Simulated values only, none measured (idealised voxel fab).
process module | voxel released beams
cross-section cut | 230 nm wide | cells 5 nm
A cross-section is a grid of square cells, given in bands from the top down. A band is one or more rows of cells.
Each band's line starts with the height of the band's top and of its bottom, in nm. Then come its materials from left to right, each with its width in nm. One material with "throughout" fills the band from edge to edge. "air" is empty space.
Height 0 is the level under which the wafer as received is all one material. The lowest band goes on downwards, as in "0 down".
A width such as "30 to 40" changes by the same amount from each row of cells to the next, from the band's top row to its bottom row.
"no change" after a step means that no cell of the cross-section changed.
closed voids: empty space of 8 cells or more with no open way to the top, each as width x height at its distance from the left edge, in nm
after a step's settings: what the simulator itself notes on the step
overlay nm, on a step with a mask: how far to the right of its planned place the mask lay; to the left if negative
plan
1 op RECEIVE | material Si
2 op CONFORMAL_DEP | material SiN | thk nm 5
3 op DIRECTIONAL_DEP | material SiO2 | thk nm 20
4 op DIRECTIONAL_DEP | material aC | thk nm 10
5 op PATTERN | tone open | mask id ANCHOR | material resist | width nm 25 | thk nm 30 | overlay nm 0
6 op DIRECTIONAL_ETCH | etch materials aC | depth nm 10
7 op STRIP | etch materials resist
8 op DIRECTIONAL_ETCH | etch materials SiO2 | depth nm 20
9 op STRIP | etch materials aC
10 op CONFORMAL_DEP | material polySi | thk nm 10
11 op DIRECTIONAL_DEP | material aC | thk nm 15
12 op PATTERN | tone cover | mask id BEAM | material resist | width nm 110 | thk nm 30 | overlay nm 0
13 op DIRECTIONAL_ETCH | etch materials aC | depth nm 15
14 op STRIP | etch materials resist
15 op DIRECTIONAL_ETCH | etch materials polySi | depth nm 10
16 op STRIP | etch materials aC
17 op STRIP | etch materials SiO2
as received, after step 1
  0 down: Si throughout
  closed voids: none
first wafer at the end, as planned
  35 to 25: air 55 | polySi 15 | air 5 | polySi 90 | air 65
  25 to 15: air 60 | polySi 10 | air 5 | polySi 10 | air 145
  15 to 5: air 60 | polySi 25 | air 145
  5 to 0: SiN throughout
  0 down: Si throughout
  closed voids: none
second wafer at the end: like start, like plan, one mistake
  30 to 20: air 55 | polySi 15 | air 5 | polySi 90 | air 65
  20 to 10: air 60 | polySi 10 | air 5 | polySi 10 | air 145
  10 to 0: air 60 | polySi 25 | air 145
  0 down: Si throughout
  closed voids: none
what went wrong: step 2 was left out
at the end the second wafer has, in cells: 46 fewer of SiN
